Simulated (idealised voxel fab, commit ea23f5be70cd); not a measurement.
The document below concerns the process module designated voxel spacer lines.
Square cells of 5 nm make up the cross-section cut, whose width is 160 nm.
A cross-section in this document is a grid of square cells, and it is written down as bands, the top band listed before the ones below it; a band is made up of one or more rows of cells.
Read a band's entry like this: the first values are the height of its top and the height of its bottom in nm, and what follows is the sequence of materials from left to right, each with its width in nm. Note that "air" is empty space, and that a single material marked "full width" reaches across the band from edge to edge.
Heights from 0 (as-received wafer is one material below). Bottom band endless downward, as "0 and below".
The expression "30 to 40" gives the width at the extremes of the band, the first number at its top row of cells and the second at its bottom row, with the width changing by equal amounts from each row to the next in between.
When a step is marked "no alterations made", none of the cells in the cross-section changed during that step.
Look at "Voids, sealed" for the closed voids: empty spaces with no open path to the top, sized 8 cells or up. Each is width x height at distance, distance from the left edge, all nm.
Where a step's line continues beyond its settings, the continuation is a remark by the simulator itself on that step.
The optional step-line setting "overlay nm" applies to steps with a mask and quantifies how far to the right of its planned location the mask lay, a negative value indicating leftward placement.
So the way this works: pairs, before and after one process step. The after picture only goes down to the lowest band that actually changed, nothing below. Step and its settings are under each pair. And watch out, pairs might come from different runs of this module, same starting wafer though, so a pair only follows on from the one above if its "Prior to processing" entry tells you so.
**Prior to processing**
0 and below = Si full width
Voids, sealed: none
**Cut View, Post-Step**
5 down to 0 = Al2O3 full width
Everything under 0 stays put, no change at all.
Voids, sealed: none
Operation between the pre and post cross-sections above: CONFORMAL_DEP [material Al2O3] [thk nm 5]
Prior to processing: Reference is made to the cross-section shown after the step in the pair directly above, which represents the state prior to this step.
**Cut View, Post-Step**
20 down to 5 = W full width
Everything under 5 stays put, no change at all.
Voids, sealed: none
Operation between the pre and post cross-sections above: DIRECTIONAL_DEP [material W] [thk nm 15]
Prior to processing: Reference is made to the cross-section shown after the step in the pair directly above, which represents the state prior to this step.
**Cut View, Post-Step**
40 down to 20 = aC full width
Everything under 20 stays put, no change at all.
Voids, sealed: none
Operation between the pre and post cross-sections above: DIRECTIONAL_DEP [material aC] [thk nm 20]
Prior to processing: Reference is made to the cross-section shown after the step in the pair directly above, which represents the state prior to this step.
**Cut View, Post-Step**
65 down to 40 = 40 of air / 20 of resist / 40 of air / 20 of resist / 40 of air
Everything under 40 stays put, no change at all.
Voids, sealed: none
Operation between the pre and post cross-sections above: PATTERN [tone cover] [mask id MANDREL] [material resist] [width nm 20] [pitch nm 60] [thk nm 25] [overlay nm 0]
Prior to processing: Reference is made to the cross-section shown after the step in the pair directly above, which represents the state prior to this step.
**Cut View, Post-Step**
45 down to 40 = 40 of air / 20 of resist / 40 of air / 20 of resist / 40 of air
40 down to 20 = 40 of air / 20 of aC / 40 of air / 20 of aC / 40 of air
Everything under 20 stays put, no change at all.
Voids, sealed: none
Operation between the pre and post cross-sections above: DIRECTIONAL_ETCH [etch materials aC] [depth nm 20]
Prior to processing: Reference is made to the cross-section shown after the step in the pair directly above, which represents the state prior to this step.
**Cut View, Post-Step**
40 down to 20 = 40 of air / 20 of aC / 40 of air / 20 of aC / 40 of air
Everything under 20 stays put, no change at all.
Voids, sealed: none
Operation between the pre and post cross-sections above: STRIP [etch materials resist]
Prior to processing: Reference is made to the cross-section shown after the step in the pair directly above, which represents the state prior to this step.
**Cut View, Post-Step**
50 down to 40 = 30 of air / 40 of SiO2 / 20 of air / 40 of SiO2 / 30 of air
40 down to 30 = 30 of air / 10 of SiO2 / 20 of aC / 10 of SiO2 / 20 of air / 10 of SiO2 / 20 of aC / 10 of SiO2 / 30 of air
30 down to 20 = 40 of SiO2 / 20 of aC / 40 of SiO2 / 20 of aC / 40 of SiO2
Everything under 20 stays put, no change at all.
Voids, sealed: none
Operation between the pre and post cross-sections above: CONFORMAL_DEP [material SiO2] [thk nm 10]
Prior to processing: Reference is made to the cross-section shown after the step in the pair directly above, which represents the state prior to this step.
**Cut View, Post-Step**
40 down to 20 = 30 of air / 10 of SiO2 / 20 of aC / 10 of SiO2 / 20 of air / 10 of SiO2 / 20 of aC / 10 of SiO2 / 30 of air
Everything under 20 stays put, no change at all.
Voids, sealed: none
Operation between the pre and post cross-sections above: DIRECTIONAL_ETCH [etch materials SiO2] [depth nm 10]
Prior to processing: Reference is made to the cross-section shown after the step in the pair directly above, which represents the state prior to this step.
**Cut View, Post-Step**
40 down to 20 = 30 of air / 10 of SiO2 / 20 of air / 10 of SiO2 / 20 of air / 10 of SiO2 / 20 of air / 10 of SiO2 / 30 of air
Everything under 20 stays put, no change at all.
Voids, sealed: none
Operation between the pre and post cross-sections above: STRIP [etch materials aC]
Prior to processing: Reference is made to the cross-section shown after the step in the pair directly above, which represents the state prior to this step.
**Cut View, Post-Step**
40 down to 20 = 30 of air / 10 of SiO2 / 20 of air / 10 of SiO2 / 20 of air / 10 of SiO2 / 20 of air / 10 of SiO2 / 30 of air
20 down to 5 = 30 of air / 10 of W / 20 of air / 10 of W / 20 of air / 10 of W / 20 of air / 10 of W / 30 of air
Everything under 5 stays put, no change at all.
Voids, sealed: none
Operation between the pre and post cross-sections above: DIRECTIONAL_ETCH [etch materials W] [depth nm 15]
Prior to processing: Reference is made to the cross-section shown after the step in the pair directly above, which represents the state prior to this step.
**Cut View, Post-Step**
20 down to 5 = 30 of air / 10 of W / 20 of air / 10 of W / 20 of air / 10 of W / 20 of air / 10 of W / 30 of air
Everything under 5 stays put, no change at all.
Voids, sealed: none
Operation between the pre and post cross-sections above: STRIP [etch materials SiO2]
**Prior to processing**
0 and below = Si full width
Voids, sealed: none
**Cut View, Post-Step**
15 down to 0 = W full width
Everything under 0 stays put, no change at all.
Voids, sealed: none
Operation between the pre and post cross-sections above: DIRECTIONAL_DEP [material W] [thk nm 15]
Prior to processing: Reference is made to the cross-section shown after the step in the pair directly above, which represents the state prior to this step.
**Cut View, Post-Step**
35 down to 15 = aC full width
Everything under 15 stays put, no change at all.
Voids, sealed: none
Operation between the pre and post cross-sections above: DIRECTIONAL_DEP [material aC] [thk nm 20]
Prior to processing: Reference is made to the cross-section shown after the step in the pair directly above, which represents the state prior to this step.
**Cut View, Post-Step**
60 down to 35 = 40 of air / 20 of resist / 40 of air / 20 of resist / 40 of air
Everything under 35 stays put, no change at all.
Voids, sealed: none
Operation between the pre and post cross-sections above: PATTERN [tone cover] [mask id MANDREL] [material resist] [width nm 20] [pitch nm 60] [thk nm 25] [overlay nm 0]
Prior to processing: Reference is made to the cross-section shown after the step in the pair directly above, which represents the state prior to this step.
**Cut View, Post-Step**
40 down to 35 = 40 of air / 20 of resist / 40 of air / 20 of resist / 40 of air
35 down to 15 = 40 of air / 20 of aC / 40 of air / 20 of aC / 40 of air
Everything under 15 stays put, no change at all.
Voids, sealed: none
Operation between the pre and post cross-sections above: DIRECTIONAL_ETCH [etch materials aC] [depth nm 20]
Prior to processing: Reference is made to the cross-section shown after the step in the pair directly above, which represents the state prior to this step.
**Cut View, Post-Step**
35 down to 15 = 40 of air / 20 of aC / 40 of air / 20 of aC / 40 of air
Everything under 15 stays put, no change at all.
Voids, sealed: none
Operation between the pre and post cross-sections above: STRIP [etch materials resist]
Prior to processing: Reference is made to the cross-section shown after the step in the pair directly above, which represents the state prior to this step.
**Cut View, Post-Step**
45 down to 35 = 30 of air / 40 of SiO2 / 20 of air / 40 of SiO2 / 30 of air
35 down to 25 = 30 of air / 10 of SiO2 / 20 of aC / 10 of SiO2 / 20 of air / 10 of SiO2 / 20 of aC / 10 of SiO2 / 30 of air
25 down to 15 = 40 of SiO2 / 20 of aC / 40 of SiO2 / 20 of aC / 40 of SiO2
Everything under 15 stays put, no change at all.
Voids, sealed: none
Operation between the pre and post cross-sections above: CONFORMAL_DEP [material SiO2] [thk nm 10]
Prior to processing: Reference is made to the cross-section shown after the step in the pair directly above, which represents the state prior to this step.
**Cut View, Post-Step**
35 down to 15 = 30 of air / 10 of SiO2 / 20 of aC / 10 of SiO2 / 20 of air / 10 of SiO2 / 20 of aC / 10 of SiO2 / 30 of air
Everything under 15 stays put, no change at all.
Voids, sealed: none
Operation between the pre and post cross-sections above: DIRECTIONAL_ETCH [etch materials SiO2] [depth nm 10]
Prior to processing: Reference is made to the cross-section shown after the step in the pair directly above, which represents the state prior to this step.
**Cut View, Post-Step**
35 down to 15 = 30 of air / 10 of SiO2 / 20 of air / 10 of SiO2 / 20 of air / 10 of SiO2 / 20 of air / 10 of SiO2 / 30 of air
Everything under 15 stays put, no change at all.
Voids, sealed: none
Operation between the pre and post cross-sections above: STRIP [etch materials aC]
Prior to processing: Reference is made to the cross-section shown after the step in the pair directly above, which represents the state prior to this step.
**Cut View, Post-Step**
35 down to 15 = 30 of air / 10 of SiO2 / 20 of air / 10 of SiO2 / 20 of air / 10 of SiO2 / 20 of air / 10 of SiO2 / 30 of air
15 down to 0 = 30 of air / 10 of W / 20 of air / 10 of W / 20 of air / 10 of W / 20 of air / 10 of W / 30 of air
Everything under 0 stays put, no change at all.
Voids, sealed: none
Operation between the pre and post cross-sections above: DIRECTIONAL_ETCH [etch materials W] [depth nm 15]
Prior to processing: Reference is made to the cross-section shown after the step in the pair directly above, which represents the state prior to this step.
**Cut View, Post-Step**
15 down to 0 = 30 of air / 10 of W / 20 of air / 10 of W / 20 of air / 10 of W / 20 of air / 10 of W / 30 of air
Everything under 0 stays put, no change at all.
Voids, sealed: none
Operation between the pre and post cross-sections above: STRIP [etch materials SiO2]
**Prior to processing**
20 down to 5 = W full width
5 down to 0 = Al2O3 full width
0 and below = Si full width
Voids, sealed: none
**Cut View, Post-Step**
35 down to 5 = W full width
Everything under 5 stays put, no change at all.
Voids, sealed: none
Operation between the pre and post cross-sections above: DIRECTIONAL_DEP [material W] [thk nm 15]
Prior to processing: Reference is made to the cross-section shown after the step in the pair directly above, which represents the state prior to this step.
**Cut View, Post-Step**
55 down to 35 = aC full width
Everything under 35 stays put, no change at all.
Voids, sealed: none
Operation between the pre and post cross-sections above: DIRECTIONAL_DEP [material aC] [thk nm 20]
Prior to processing: Reference is made to the cross-section shown after the step in the pair directly above, which represents the state prior to this step.
**Cut View, Post-Step**
80 down to 55 = 40 of air / 20 of resist / 40 of air / 20 of resist / 40 of air
Everything under 55 stays put, no change at all.
Voids, sealed: none
Operation between the pre and post cross-sections above: PATTERN [tone cover] [mask id MANDREL] [material resist] [width nm 20] [pitch nm 60] [thk nm 25] [overlay nm 0]
Prior to processing: Reference is made to the cross-section shown after the step in the pair directly above, which represents the state prior to this step.
**Cut View, Post-Step**
60 down to 55 = 40 of air / 20 of resist / 40 of air / 20 of resist / 40 of air
55 down to 35 = 40 of air / 20 of aC / 40 of air / 20 of aC / 40 of air
Everything under 35 stays put, no change at all.
Voids, sealed: none
Operation between the pre and post cross-sections above: DIRECTIONAL_ETCH [etch materials aC] [depth nm 20]
Prior to processing: Reference is made to the cross-section shown after the step in the pair directly above, which represents the state prior to this step.
**Cut View, Post-Step**
55 down to 35 = 40 of air / 20 of aC / 40 of air / 20 of aC / 40 of air
Everything under 35 stays put, no change at all.
Voids, sealed: none
Operation between the pre and post cross-sections above: STRIP [etch materials resist]
Prior to processing: Reference is made to the cross-section shown after the step in the pair directly above, which represents the state prior to this step.
**Cut View, Post-Step**
65 down to 55 = 30 of air / 40 of SiO2 / 20 of air / 40 of SiO2 / 30 of air
55 down to 45 = 30 of air / 10 of SiO2 / 20 of aC / 10 of SiO2 / 20 of air / 10 of SiO2 / 20 of aC / 10 of SiO2 / 30 of air
45 down to 35 = 40 of SiO2 / 20 of aC / 40 of SiO2 / 20 of aC / 40 of SiO2
Everything under 35 stays put, no change at all.
Voids, sealed: none
Operation between the pre and post cross-sections above: CONFORMAL_DEP [material SiO2] [thk nm 10]
Prior to processing: Reference is made to the cross-section shown after the step in the pair directly above, which represents the state prior to this step.
**Cut View, Post-Step**
55 down to 35 = 30 of air / 10 of SiO2 / 20 of aC / 10 of SiO2 / 20 of air / 10 of SiO2 / 20 of aC / 10 of SiO2 / 30 of air
Everything under 35 stays put, no change at all.
Voids, sealed: none
Operation between the pre and post cross-sections above: DIRECTIONAL_ETCH [etch materials SiO2] [depth nm 10]
Prior to processing: Reference is made to the cross-section shown after the step in the pair directly above, which represents the state prior to this step.
**Cut View, Post-Step**
55 down to 35 = 30 of air / 10 of SiO2 / 20 of air / 10 of SiO2 / 20 of air / 10 of SiO2 / 20 of air / 10 of SiO2 / 30 of air
Everything under 35 stays put, no change at all.
Voids, sealed: none
Operation between the pre and post cross-sections above: STRIP [etch materials aC]
Prior to processing: Reference is made to the cross-section shown after the step in the pair directly above, which represents the state prior to this step.
**Cut View, Post-Step**
55 down to 35 = 30 of air / 10 of SiO2 / 20 of air / 10 of SiO2 / 20 of air / 10 of SiO2 / 20 of air / 10 of SiO2 / 30 of air
35 down to 20 = 30 of air / 10 of W / 20 of air / 10 of W / 20 of air / 10 of W / 20 of air / 10 of W / 30 of air
Everything under 20 stays put, no change at all.
Voids, sealed: none
Operation between the pre and post cross-sections above: DIRECTIONAL_ETCH [etch materials W] [depth nm 15]
Prior to processing: Reference is made to the cross-section shown after the step in the pair directly above, which represents the state prior to this step.
**Cut View, Post-Step**
35 down to 20 = 30 of air / 10 of W / 20 of air / 10 of W / 20 of air / 10 of W / 20 of air / 10 of W / 30 of air
Everything under 20 stays put, no change at all.
Voids, sealed: none
Operation between the pre and post cross-sections above: STRIP [etch materials SiO2]
**Prior to processing**
5 down to 0 = Al2O3 full width
0 and below = Si full width
Voids, sealed: none
**Cut View, Post-Step**
25 down to 5 = aC full width
Everything under 5 stays put, no change at all.
Voids, sealed: none
Operation between the pre and post cross-sections above: DIRECTIONAL_DEP [material aC] [thk nm 20]
Prior to processing: Reference is made to the cross-section shown after the step in the pair directly above, which represents the state prior to this step.
**Cut View, Post-Step**
40 down to 25 = W full width
Everything under 25 stays put, no change at all.
Voids, sealed: none
Operation between the pre and post cross-sections above: DIRECTIONAL_DEP [material W] [thk nm 15]
Prior to processing: Reference is made to the cross-section shown after the step in the pair directly above, which represents the state prior to this step.
**Cut View, Post-Step**
65 down to 40 = 40 of air / 20 of resist / 40 of air / 20 of resist / 40 of air
Everything under 40 stays put, no change at all.
Voids, sealed: none
Operation between the pre and post cross-sections above: PATTERN [tone cover] [mask id MANDREL] [material resist] [width nm 20] [pitch nm 60] [thk nm 25] [overlay nm 0]
Prior to processing: Reference is made to the cross-section shown after the step in the pair directly above, which represents the state prior to this step.
**Cut View, Post-Step**
45 down to 40 = 40 of air / 20 of resist / 40 of air / 20 of resist / 40 of air
Everything under 40 stays put, no change at all.
Voids, sealed: none
Operation between the pre and post cross-sections above: DIRECTIONAL_ETCH [etch materials aC] [depth nm 20]
Prior to processing: Reference is made to the cross-section shown after the step in the pair directly above, which represents the state prior to this step.
**Cut View, Post-Step**
40 down to 25 = W full width
Everything under 25 stays put, no change at all.
Voids, sealed: none
Operation between the pre and post cross-sections above: STRIP [etch materials resist]
Prior to processing: Reference is made to the cross-section shown after the step in the pair directly above, which represents the state prior to this step.
**Cut View, Post-Step**
50 down to 40 = SiO2 full width
Everything under 40 stays put, no change at all.
Voids, sealed: none
Operation between the pre and post cross-sections above: CONFORMAL_DEP [material SiO2] [thk nm 10]
Prior to processing: Reference is made to the cross-section shown after the step in the pair directly above, which represents the state prior to this step.
**Cut View, Post-Step**
40 down to 25 = W full width
Everything under 25 stays put, no change at all.
Voids, sealed: none
Operation between the pre and post cross-sections above: DIRECTIONAL_ETCH [etch materials SiO2] [depth nm 10]
Prior to processing: Reference is made to the cross-section shown after the step in the pair directly above, which represents the state prior to this step.
**Cut View, Post-Step**
25 down to 5 = aC full width
Everything under 5 stays put, no change at all.
Voids, sealed: none
Operation between the pre and post cross-sections above: DIRECTIONAL_ETCH [etch materials W] [depth nm 15]
**Prior to processing**
0 and below = Si full width
Voids, sealed: none
**Cut View, Post-Step**
15 down to 0 = Al2O3 full width
Everything under 0 stays put, no change at all.
Voids, sealed: none
Operation between the pre and post cross-sections above: CONFORMAL_DEP [material Al2O3] [thk nm 15]
Prior to processing: Reference is made to the cross-section shown after the step in the pair directly above, which represents the state prior to this step.
**Cut View, Post-Step**
30 down to 15 = W full width
Everything under 15 stays put, no change at all.
Voids, sealed: none
Operation between the pre and post cross-sections above: DIRECTIONAL_DEP [material W] [thk nm 15]
Prior to processing: Reference is made to the cross-section shown after the step in the pair directly above, which represents the state prior to this step.
**Cut View, Post-Step**
50 down to 30 = aC full width
Everything under 30 stays put, no change at all.
Voids, sealed: none
Operation between the pre and post cross-sections above: DIRECTIONAL_DEP [material aC] [thk nm 20]
Prior to processing: Reference is made to the cross-section shown after the step in the pair directly above, which represents the state prior to this step.
**Cut View, Post-Step**
75 down to 50 = 40 of air / 20 of resist / 40 of air / 20 of resist / 40 of air
Everything under 50 stays put, no change at all.
Voids, sealed: none
Operation between the pre and post cross-sections above: PATTERN [tone cover] [mask id MANDREL] [material resist] [width nm 20] [pitch nm 60] [thk nm 25] [overlay nm 0]
Prior to processing: Reference is made to the cross-section shown after the step in the pair directly above, which represents the state prior to this step.
**Cut View, Post-Step**
55 down to 50 = 40 of air / 20 of resist / 40 of air / 20 of resist / 40 of air
50 down to 30 = 40 of air / 20 of aC / 40 of air / 20 of aC / 40 of air
Everything under 30 stays put, no change at all.
Voids, sealed: none
Operation between the pre and post cross-sections above: DIRECTIONAL_ETCH [etch materials aC] [depth nm 20]
Prior to processing: Reference is made to the cross-section shown after the step in the pair directly above, which represents the state prior to this step.
**Cut View, Post-Step**
50 down to 30 = 40 of air / 20 of aC / 40 of air / 20 of aC / 40 of air
Everything under 30 stays put, no change at all.
Voids, sealed: none
Operation between the pre and post cross-sections above: STRIP [etch materials resist]
Prior to processing: Reference is made to the cross-section shown after the step in the pair directly above, which represents the state prior to this step.
**Cut View, Post-Step**
60 down to 50 = 30 of air / 40 of SiO2 / 20 of air / 40 of SiO2 / 30 of air
50 down to 40 = 30 of air / 10 of SiO2 / 20 of aC / 10 of SiO2 / 20 of air / 10 of SiO2 / 20 of aC / 10 of SiO2 / 30 of air
40 down to 30 = 40 of SiO2 / 20 of aC / 40 of SiO2 / 20 of aC / 40 of SiO2
Everything under 30 stays put, no change at all.
Voids, sealed: none
Operation between the pre and post cross-sections above: CONFORMAL_DEP [material SiO2] [thk nm 10]
Prior to processing: Reference is made to the cross-section shown after the step in the pair directly above, which represents the state prior to this step.
**Cut View, Post-Step**
50 down to 30 = 30 of air / 10 of SiO2 / 20 of aC / 10 of SiO2 / 20 of air / 10 of SiO2 / 20 of aC / 10 of SiO2 / 30 of air
Everything under 30 stays put, no change at all.
Voids, sealed: none
Operation between the pre and post cross-sections above: DIRECTIONAL_ETCH [etch materials SiO2] [depth nm 10]
Prior to processing: Reference is made to the cross-section shown after the step in the pair directly above, which represents the state prior to this step.
**Cut View, Post-Step**
50 down to 30 = 30 of air / 10 of SiO2 / 20 of air / 10 of SiO2 / 20 of air / 10 of SiO2 / 20 of air / 10 of SiO2 / 30 of air
Everything under 30 stays put, no change at all.
Voids, sealed: none
Operation between the pre and post cross-sections above: STRIP [etch materials aC]
Prior to processing: Reference is made to the cross-section shown after the step in the pair directly above, which represents the state prior to this step.
**Cut View, Post-Step**
50 down to 30 = 30 of air / 10 of SiO2 / 20 of air / 10 of SiO2 / 20 of air / 10 of SiO2 / 20 of air / 10 of SiO2 / 30 of air
30 down to 15 = 30 of air / 10 of W / 20 of air / 10 of W / 20 of air / 10 of W / 20 of air / 10 of W / 30 of air
Everything under 15 stays put, no change at all.
Voids, sealed: none
Operation between the pre and post cross-sections above: DIRECTIONAL_ETCH [etch materials W] [depth nm 15]
Prior to processing: Reference is made to the cross-section shown after the step in the pair directly above, which represents the state prior to this step.
**Cut View, Post-Step**
30 down to 15 = 30 of air / 10 of W / 20 of air / 10 of W / 20 of air / 10 of W / 20 of air / 10 of W / 30 of air
Everything under 15 stays put, no change at all.
Voids, sealed: none
Operation between the pre and post cross-sections above: STRIP [etch materials SiO2]
**Prior to processing**
40 down to 20 = aC full width
20 down to 5 = W full width
5 down to 0 = Al2O3 full width
0 and below = Si full width
Voids, sealed: none
**Cut View, Post-Step**
65 down to 40 = 45 of air / 15 of resist / 45 of air / 15 of resist / 40 of air
Everything under 40 stays put, no change at all.
Voids, sealed: none
Operation between the pre and post cross-sections above: PATTERN [tone cover] [mask id MANDREL] [material resist] [width nm 15] [pitch nm 60] [thk nm 25] [overlay nm 0]
Prior to processing: Reference is made to the cross-section shown after the step in the pair directly above, which represents the state prior to this step.
**Cut View, Post-Step**
45 down to 40 = 45 of air / 15 of resist / 45 of air / 15 of resist / 40 of air
40 down to 20 = 45 of air / 15 of aC / 45 of air / 15 of aC / 40 of air
Everything under 20 stays put, no change at all.
Voids, sealed: none
Operation between the pre and post cross-sections above: DIRECTIONAL_ETCH [etch materials aC] [depth nm 20]
Prior to processing: Reference is made to the cross-section shown after the step in the pair directly above, which represents the state prior to this step.
**Cut View, Post-Step**
40 down to 20 = 45 of air / 15 of aC / 45 of air / 15 of aC / 40 of air
Everything under 20 stays put, no change at all.
Voids, sealed: none
Operation between the pre and post cross-sections above: STRIP [etch materials resist]
Prior to processing: Reference is made to the cross-section shown after the step in the pair directly above, which represents the state prior to this step.
**Cut View, Post-Step**
50 down to 40 = 35 of air / 35 of SiO2 / 25 of air / 35 of SiO2 / 30 of air
40 down to 30 = 35 of air / 10 of SiO2 / 15 of aC / 10 of SiO2 / 25 of air / 10 of SiO2 / 15 of aC / 10 of SiO2 / 30 of air
30 down to 20 = 45 of SiO2 / 15 of aC / 45 of SiO2 / 15 of aC / 40 of SiO2
Everything under 20 stays put, no change at all.
Voids, sealed: none
Operation between the pre and post cross-sections above: CONFORMAL_DEP [material SiO2] [thk nm 10]
Prior to processing: Reference is made to the cross-section shown after the step in the pair directly above, which represents the state prior to this step.
**Cut View, Post-Step**
40 down to 20 = 35 of air / 10 of SiO2 / 15 of aC / 10 of SiO2 / 25 of air / 10 of SiO2 / 15 of aC / 10 of SiO2 / 30 of air
Everything under 20 stays put, no change at all.
Voids, sealed: none
Operation between the pre and post cross-sections above: DIRECTIONAL_ETCH [etch materials SiO2] [depth nm 10]
Prior to processing: Reference is made to the cross-section shown after the step in the pair directly above, which represents the state prior to this step.
**Cut View, Post-Step**
40 down to 20 = 35 of air / 10 of SiO2 / 15 of air / 10 of SiO2 / 25 of air / 10 of SiO2 / 15 of air / 10 of SiO2 / 30 of air
Everything under 20 stays put, no change at all.
Voids, sealed: none
Operation between the pre and post cross-sections above: STRIP [etch materials aC]
Prior to processing: Reference is made to the cross-section shown after the step in the pair directly above, which represents the state prior to this step.
**Cut View, Post-Step**
40 down to 20 = 35 of air / 10 of SiO2 / 15 of air / 10 of SiO2 / 25 of air / 10 of SiO2 / 15 of air / 10 of SiO2 / 30 of air
20 down to 5 = 35 of air / 10 of W / 15 of air / 10 of W / 25 of air / 10 of W / 15 of air / 10 of W / 30 of air
Everything under 5 stays put, no change at all.
Voids, sealed: none
Operation between the pre and post cross-sections above: DIRECTIONAL_ETCH [etch materials W] [depth nm 15]
Prior to processing: Reference is made to the cross-section shown after the step in the pair directly above, which represents the state prior to this step.
**Cut View, Post-Step**
20 down to 5 = 35 of air / 10 of W / 15 of air / 10 of W / 25 of air / 10 of W / 15 of air / 10 of W / 30 of air
Everything under 5 stays put, no change at all.
Voids, sealed: none
Operation between the pre and post cross-sections above: STRIP [etch materials SiO2]
**Prior to processing**
40 down to 20 = aC full width
20 down to 5 = W full width
5 down to 0 = Al2O3 full width
0 and below = Si full width
Voids, sealed: none
**Cut View, Post-Step**
65 down to 40 = 30 of air / 20 of resist / 40 of air / 20 of resist / 50 of air
Everything under 40 stays put, no change at all.
Voids, sealed: none
Operation between the pre and post cross-sections above: PATTERN [tone cover] [mask id MANDREL] [material resist] [width nm 20] [pitch nm 60] [thk nm 25] [overlay nm -10]
Prior to processing: Reference is made to the cross-section shown after the step in the pair directly above, which represents the state prior to this step.
**Cut View, Post-Step**
45 down to 40 = 30 of air / 20 of resist / 40 of air / 20 of resist / 50 of air
40 down to 20 = 30 of air / 20 of aC / 40 of air / 20 of aC / 50 of air
Everything under 20 stays put, no change at all.
Voids, sealed: none
Operation between the pre and post cross-sections above: DIRECTIONAL_ETCH [etch materials aC] [depth nm 20]
Prior to processing: Reference is made to the cross-section shown after the step in the pair directly above, which represents the state prior to this step.
**Cut View, Post-Step**
40 down to 20 = 30 of air / 20 of aC / 40 of air / 20 of aC / 50 of air
Everything under 20 stays put, no change at all.
Voids, sealed: none
Operation between the pre and post cross-sections above: STRIP [etch materials resist]
Prior to processing: Reference is made to the cross-section shown after the step in the pair directly above, which represents the state prior to this step.
**Cut View, Post-Step**
50 down to 40 = 20 of air / 40 of SiO2 / 20 of air / 40 of SiO2 / 40 of air
40 down to 30 = 20 of air / 10 of SiO2 / 20 of aC / 10 of SiO2 / 20 of air / 10 of SiO2 / 20 of aC / 10 of SiO2 / 40 of air
30 down to 20 = 30 of SiO2 / 20 of aC / 40 of SiO2 / 20 of aC / 50 of SiO2
Everything under 20 stays put, no change at all.
Voids, sealed: none
Operation between the pre and post cross-sections above: CONFORMAL_DEP [material SiO2] [thk nm 10]
Prior to processing: Reference is made to the cross-section shown after the step in the pair directly above, which represents the state prior to this step.
**Cut View, Post-Step**
40 down to 20 = 20 of air / 10 of SiO2 / 20 of aC / 10 of SiO2 / 20 of air / 10 of SiO2 / 20 of aC / 10 of SiO2 / 40 of air
Everything under 20 stays put, no change at all.
Voids, sealed: none
Operation between the pre and post cross-sections above: DIRECTIONAL_ETCH [etch materials SiO2] [depth nm 10]
Prior to processing: Reference is made to the cross-section shown after the step in the pair directly above, which represents the state prior to this step.
**Cut View, Post-Step**
40 down to 20 = 20 of air / 10 of SiO2 / 20 of air / 10 of SiO2 / 20 of air / 10 of SiO2 / 20 of air / 10 of SiO2 / 40 of air
Everything under 20 stays put, no change at all.
Voids, sealed: none
Operation between the pre and post cross-sections above: STRIP [etch materials aC]
Prior to processing: Reference is made to the cross-section shown after the step in the pair directly above, which represents the state prior to this step.
**Cut View, Post-Step**
40 down to 20 = 20 of air / 10 of SiO2 / 20 of air / 10 of SiO2 / 20 of air / 10 of SiO2 / 20 of air / 10 of SiO2 / 40 of air
20 down to 5 = 20 of air / 10 of W / 20 of air / 10 of W / 20 of air / 10 of W / 20 of air / 10 of W / 40 of air
Everything under 5 stays put, no change at all.
Voids, sealed: none
Operation between the pre and post cross-sections above: DIRECTIONAL_ETCH [etch materials W] [depth nm 15]
Prior to processing: Reference is made to the cross-section shown after the step in the pair directly above, which represents the state prior to this step.
**Cut View, Post-Step**
20 down to 5 = 20 of air / 10 of W / 20 of air / 10 of W / 20 of air / 10 of W / 20 of air / 10 of W / 40 of air
Everything under 5 stays put, no change at all.
Voids, sealed: none
Operation between the pre and post cross-sections above: STRIP [etch materials SiO2]
**Prior to processing**
0 and below = Si full width
Voids, sealed: none
**Cut View, Post-Step**
5 down to 0 = aC full width
Everything under 0 stays put, no change at all.
Voids, sealed: none
Operation between the pre and post cross-sections above: CONFORMAL_DEP [material aC] [thk nm 5]
Prior to processing: Reference is made to the cross-section shown after the step in the pair directly above, which represents the state prior to this step.
**Cut View, Post-Step**
20 down to 5 = W full width
Everything under 5 stays put, no change at all.
Voids, sealed: none
Operation between the pre and post cross-sections above: DIRECTIONAL_DEP [material W] [thk nm 15]
Prior to processing: Reference is made to the cross-section shown after the step in the pair directly above, which represents the state prior to this step.
**Cut View, Post-Step**
40 down to 20 = aC full width
Everything under 20 stays put, no change at all.
Voids, sealed: none
Operation between the pre and post cross-sections above: DIRECTIONAL_DEP [material aC] [thk nm 20]
Prior to processing: Reference is made to the cross-section shown after the step in the pair directly above, which represents the state prior to this step.
**Cut View, Post-Step**
65 down to 40 = 40 of air / 20 of resist / 40 of air / 20 of resist / 40 of air
Everything under 40 stays put, no change at all.
Voids, sealed: none
Operation between the pre and post cross-sections above: PATTERN [tone cover] [mask id MANDREL] [material resist] [width nm 20] [pitch nm 60] [thk nm 25] [overlay nm 0]
Prior to processing: Reference is made to the cross-section shown after the step in the pair directly above, which represents the state prior to this step.
**Cut View, Post-Step**
45 down to 40 = 40 of air / 20 of resist / 40 of air / 20 of resist / 40 of air
40 down to 20 = 40 of air / 20 of aC / 40 of air / 20 of aC / 40 of air
Everything under 20 stays put, no change at all.
Voids, sealed: none
Operation between the pre and post cross-sections above: DIRECTIONAL_ETCH [etch materials aC] [depth nm 20]
Prior to processing: Reference is made to the cross-section shown after the step in the pair directly above, which represents the state prior to this step.
**Cut View, Post-Step**
40 down to 20 = 40 of air / 20 of aC / 40 of air / 20 of aC / 40 of air
Everything under 20 stays put, no change at all.
Voids, sealed: none
Operation between the pre and post cross-sections above: STRIP [etch materials resist]
Prior to processing: Reference is made to the cross-section shown after the step in the pair directly above, which represents the state prior to this step.
**Cut View, Post-Step**
50 down to 40 = 30 of air / 40 of SiO2 / 20 of air / 40 of SiO2 / 30 of air
40 down to 30 = 30 of air / 10 of SiO2 / 20 of aC / 10 of SiO2 / 20 of air / 10 of SiO2 / 20 of aC / 10 of SiO2 / 30 of air
30 down to 20 = 40 of SiO2 / 20 of aC / 40 of SiO2 / 20 of aC / 40 of SiO2
Everything under 20 stays put, no change at all.
Voids, sealed: none
Operation between the pre and post cross-sections above: CONFORMAL_DEP [material SiO2] [thk nm 10]
Prior to processing: Reference is made to the cross-section shown after the step in the pair directly above, which represents the state prior to this step.
**Cut View, Post-Step**
40 down to 20 = 30 of air / 10 of SiO2 / 20 of aC / 10 of SiO2 / 20 of air / 10 of SiO2 / 20 of aC / 10 of SiO2 / 30 of air
Everything under 20 stays put, no change at all.
Voids, sealed: none
Operation between the pre and post cross-sections above: DIRECTIONAL_ETCH [etch materials SiO2] [depth nm 10]
Prior to processing: Reference is made to the cross-section shown after the step in the pair directly above, which represents the state prior to this step.
**Cut View, Post-Step**
40 down to 20 = 30 of air / 10 of SiO2 / 20 of air / 10 of SiO2 / 20 of air / 10 of SiO2 / 20 of air / 10 of SiO2 / 30 of air
Everything under 20 stays put, no change at all.
Voids, sealed: none
Operation between the pre and post cross-sections above: STRIP [etch materials aC]
